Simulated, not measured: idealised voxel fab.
process module | voxel air gaps
cross-section cut | 220 nm wide | cells 5 nm
A cross-section is a grid of square cells, given in bands from the top down. A band is one or more rows of cells.
Each band's line starts with the height of the band's top and of its bottom, in nm. Then come its materials from left to right, each with its width in nm. One material with "throughout" fills the band from edge to edge. "air" is empty space.
Height 0 is the level under which the wafer as received is all one material. The lowest band goes on downwards, as in "0 down".
A width such as "30 to 40" changes by the same amount from each row of cells to the next, from the band's top row to its bottom row.
"no change" after a step means that no cell of the cross-section changed.
closed voids: empty space of 8 cells or more with no open way to the top, each as width x height at its distance from the left edge, in nm
after a step's settings: what the simulator itself notes on the step
overlay nm, on a step with a mask: how far to the right of its planned place the mask lay; to the left if negative
plan
1 op RECEIVE | material Si
2 op CONFORMAL_DEP | material SiO2 | thk nm 15
3 op CONFORMAL_DEP | material SiCN | thk nm 5
4 op DIRECTIONAL_DEP | material SiO2 | thk nm 30
5 op DIRECTIONAL_DEP | material aC | thk nm 10
6 op PATTERN | tone open | mask id LINES | material resist | width nm 20 | pitch nm 45 | thk nm 30 | overlay nm 0
7 op DIRECTIONAL_ETCH | etch materials aC | depth nm 10
8 op STRIP | etch materials resist
9 op DIRECTIONAL_ETCH | etch materials SiO2 | depth nm 30
10 op STRIP | etch materials aC
11 op CONFORMAL_DEP | material TiN | thk nm 5
12 op FILL_DEP | material W | thk nm 10
13 op CMP | height nm 50
14 op EPI | material Ru | thk nm 10
15 op SELECTIVE_ETCH | etch materials SiO2 | depth nm 40
16 op CONFORMAL_DEP | material SiCN | thk nm 5
as received, after step 1
  0 down: Si throughout
  closed voids: none
first wafer at the end, as planned
  65 to 60: air 15 | SiCN 185 | air 20
  60 to 50: air 15 | SiCN 5 | Ru 40 | SiCN 5 | Ru 40 | SiCN 5 | Ru 40 | SiCN 5 | Ru 40 | SiCN 5 | air 20
  50 to 45: air 15 | SiCN 15 | TiN 5 | W 10 | TiN 5 | SiCN 25 | TiN 5 | W 10 | TiN 5 | SiCN 25 | TiN 5 | W 10 | TiN 5 | SiCN 25 | TiN 5 | W 10 | TiN 5 | SiCN 15 | air 20
  45 to 25: air 25 | SiCN 5 | TiN 5 | W 10 | TiN 5 | SiCN 5 | air 15 | SiCN 5 | TiN 5 | W 10 | TiN 5 | SiCN 5 | air 15 | SiCN 5 | TiN 5 | W 10 | TiN 5 | SiCN 5 | air 15 | SiCN 5 | TiN 5 | W 10 | TiN 5 | SiCN 5 | air 30
  25 to 20: SiCN 30 | TiN 20 | SiCN 25 | TiN 20 | SiCN 25 | TiN 20 | SiCN 25 | TiN 20 | SiCN 35
  20 to 15: SiCN throughout
  15 to 0: SiO2 throughout
  0 down: Si throughout
  closed voids: 15 x 20 at 55; 15 x 20 at 100; 15 x 20 at 145
second wafer at the end: like start, like plan, one mistake
  65 to 60: air 20 | SiCN 180 | air 20
  60 to 50: air 20 | SiCN 5 | Ru 35 | SiCN 10 | Ru 35 | SiCN 10 | Ru 35 | SiCN 10 | Ru 35 | SiCN 5 | air 20
  50 to 45: air 20 | SiCN 15 | TiN 5 | W 5 | TiN 5 | SiCN 30 | TiN 5 | W 5 | TiN 5 | SiCN 30 | TiN 5 | W 5 | TiN 5 | SiCN 30 | TiN 5 | W 5 | TiN 5 | SiCN 15 | air 20
  45 to 25: air 30 | SiCN 5 | TiN 5 | W 5 | TiN 5 | SiCN 5 | air 20 | SiCN 5 | TiN 5 | W 5 | TiN 5 | SiCN 5 | air 20 | SiCN 5 | TiN 5 | W 5 | TiN 5 | SiCN 5 | air 20 | SiCN 5 | TiN 5 | W 5 | TiN 5 | SiCN 5 | air 30
  25 to 20: SiCN 35 | TiN 15 | SiCN 30 | TiN 15 | SiCN 30 | TiN 15 | SiCN 30 | TiN 15 | SiCN 35
  20 to 15: SiCN throughout
  15 to 0: SiO2 throughout
  0 down: Si throughout
  closed voids: 20 x 20 at 55; 20 x 20 at 100; 20 x 20 at 145
what went wrong: step 6 ran as: op PATTERN | tone open | mask id LINES | material resist | width nm 15 | pitch nm 45 | thk nm 30 | overlay nm 0
at the end the second wafer has, in cells: 8 fewer of Ru | 12 more of SiCN | 4 fewer of TiN | 20 fewer of W
